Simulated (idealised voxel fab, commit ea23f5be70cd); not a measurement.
Title: Process Module voxel ribs on slabs
Xsec cut, 285 nm wide, square cell size 5 nm.
Cross-section, as written here: a square-cell grid given band by band from the top down, where a band holds one or more rows of cells.
Basically the band line says how high the top is and how high the bottom is, in nm, and then what's in it from left to right, every material with its width in nm. Empty space shows up as "air", and if a single material carries "full width" it runs the full band edge to edge.
For the purposes of this specification, 0 denotes the height below which the wafer in its as-received condition is composed wholly of one material, and the lowermost band, lacking a lower limit, extends downward without end, as expressed in "from 0 down".
Quick explanation for "30 to 40": the width changes in equal steps down the rows of cells, from the first number in the band's top row to the second number in its bottom row.
Where the words "no modification" appear for a step, the cross-section shows no cell changed by that step; every cell remained as before.
Look at "Closed internal cavities" for the closed voids: empty spaces with no open path to the top, sized 8 cells or up. Each is width x height at distance, distance from the left edge, all nm.
Step line, after settings: the simulator's comment on this step.
Steps that use a mask can have "overlay nm" on their line. It says how far the mask sat to the right of where it was meant to be. Negative means to the left.
**plan**
1 RECEIVE | material Si
2 DIRECTIONAL_DEP | material SiO2 | thk nm 25
3 DIRECTIONAL_DEP | material SiN | thk nm 15
4 PATTERN | tone cover | mask id RIB | material resist | width nm 30 | thk nm 15 | overlay nm 0
5 DIRECTIONAL_ETCH | etch materials SiN | depth nm 10
6 STRIP | etch materials resist
7 MASKED_ETCH | tone cover | mask id SLAB | width nm 70 | etch materials SiN | depth nm 5 | overlay nm 0
8 FILL_DEP | material SiO2 | thk nm 25
9 CMP | height nm 60
10 DIRECTIONAL_DEP | material TiN | thk nm 10
11 DIRECTIONAL_DEP | material aC | thk nm 10
12 PATTERN | tone cover | mask id HEATER | material resist | width nm 40 | thk nm 30 | overlay nm 0
13 DIRECTIONAL_ETCH | etch materials aC | depth nm 10
14 STRIP | etch materials resist
15 DIRECTIONAL_ETCH | etch materials TiN | depth nm 10
16 STRIP | etch materials aC
17 CONFORMAL_DEP | material SiN | thk nm 5
**Received-state cross-section, reflecting completion of step 1**
	from 0 down = Si full width
	Closed internal cavities: none
**As-planned run: cross-section of the first of two wafers at end of module**
	from 75 to 70 = air=115 | SiN=50 | air=120
	from 70 to 65 = air=115 | SiN=5 | TiN=40 | SiN=5 | air=120
	from 65 to 60 = SiN=120 | TiN=40 | SiN=125
	from 60 to 40 = SiO2 full width
	from 40 to 30 = SiO2=125 | SiN=30 | SiO2=130
	from 30 to 25 = SiO2=105 | SiN=70 | SiO2=110
	from 25 to 0 = SiO2 full width
	from 0 down = Si full width
	Closed internal cavities: none
**This is the second of the two wafers, cross-sectioned at the end of the module; it started exactly like the first and was given the same plan, but it was run with one mistake**
	from 75 to 70 = air=115 | SiN=50 | air=120
	from 70 to 65 = air=115 | SiN=5 | TiN=40 | SiN=5 | air=120
	from 65 to 60 = SiN=120 | TiN=40 | SiN=125
	from 60 to 40 = SiO2 full width
	from 40 to 30 = SiO2=125 | SiN=30 | SiO2=130
	from 30 to 25 = SiO2=100 | SiN=70 | SiO2=115
	from 25 to 0 = SiO2 full width
	from 0 down = Si full width
	Closed internal cavities: none
Finding, execution versus plan: planned and actual differ for step 7; actual: MASKED_ETCH | tone cover | mask id SLAB | width nm 70 | etch materials SiN | depth nm 5 | overlay nm -5
Cell counts per material: same on both final wafers. Positions: different.
